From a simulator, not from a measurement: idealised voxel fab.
Process module in this document: voxel released beams
Cross-sectional view cut (width: 255 nm; square cell size: 5 nm).
When this document writes out a cross-section, it uses a grid of square cells and lists it as bands, beginning at the top and moving down, with a band standing for one or more rows of cells.
It is stipulated that each band's entry specify, in nanometres, the height of the top of the band and then that of its bottom, followed by the materials of the band in left-to-right sequence, each together with its width in nanometres. A single material marked by the word "throughout" is understood to fill the band from edge to edge; the word "blank" is understood to denote empty space.
Height reference: 0 = level under which incoming wafer is all one material. Lowest band: no bottom, runs on downward, e.g. "0 -> down".
Per-row width for "30->40": begins at first number (top row of band), ends at second number (bottom row), increment between rows held constant.
When a step is marked "nothing altered", none of the cells in the cross-section changed during that step.
"Enclosed empty spaces" specifies each empty space that is not open to the top and that occupies no fewer than 8 cells, using the form width x height at distance, the distance measured from the left edge and all three quantities in nm.
Text after the settings on a step's line: the simulator's own remark on that step.
"overlay nm", when on a step's line for a step with a mask, measures how far to the right of its planned place the mask lay; a negative measure means to the left.
**Process steps (planned)**
1. RECEIVE,material Si
2. CONFORMAL_DEP,material Al2O3,thk nm 10
3. DIRECTIONAL_DEP,material SiO2,thk nm 15
4. DIRECTIONAL_DEP,material aC,thk nm 15
5. PATTERN,tone open,mask id ANCHOR,material resist,width nm 45,thk nm 30,overlay nm 0
6. DIRECTIONAL_ETCH,etch materials aC,depth nm 15
7. STRIP,etch materials resist
8. DIRECTIONAL_ETCH,etch materials SiO2,depth nm 15
9. STRIP,etch materials aC
10. CONFORMAL_DEP,material polySi,thk nm 15
11. PATTERN,tone cover,mask id BEAM,material resist,width nm 110,thk nm 20,overlay nm 0
12. DIRECTIONAL_ETCH,etch materials polySi,depth nm 15
13. STRIP,etch materials resist
14. STRIP,etch materials SiO2
**As-received wafer cross-section (after step 1)**
* 0 -> down: Si throughout
* Enclosed empty spaces: none
**End-of-module cross-section. Starting structure and process plan as above; one mistake made in running it**
* 30 -> 15: blank 70 / polySi 20 / blank 15 / polySi 75 / blank 75
* 15 -> 0: blank 75 / polySi 45 / blank 135
* 0 -> down: Si throughout
* Enclosed empty spaces: none
What went wrong in running the wafer? the plan's step 2 went unexecuted, having been skipped
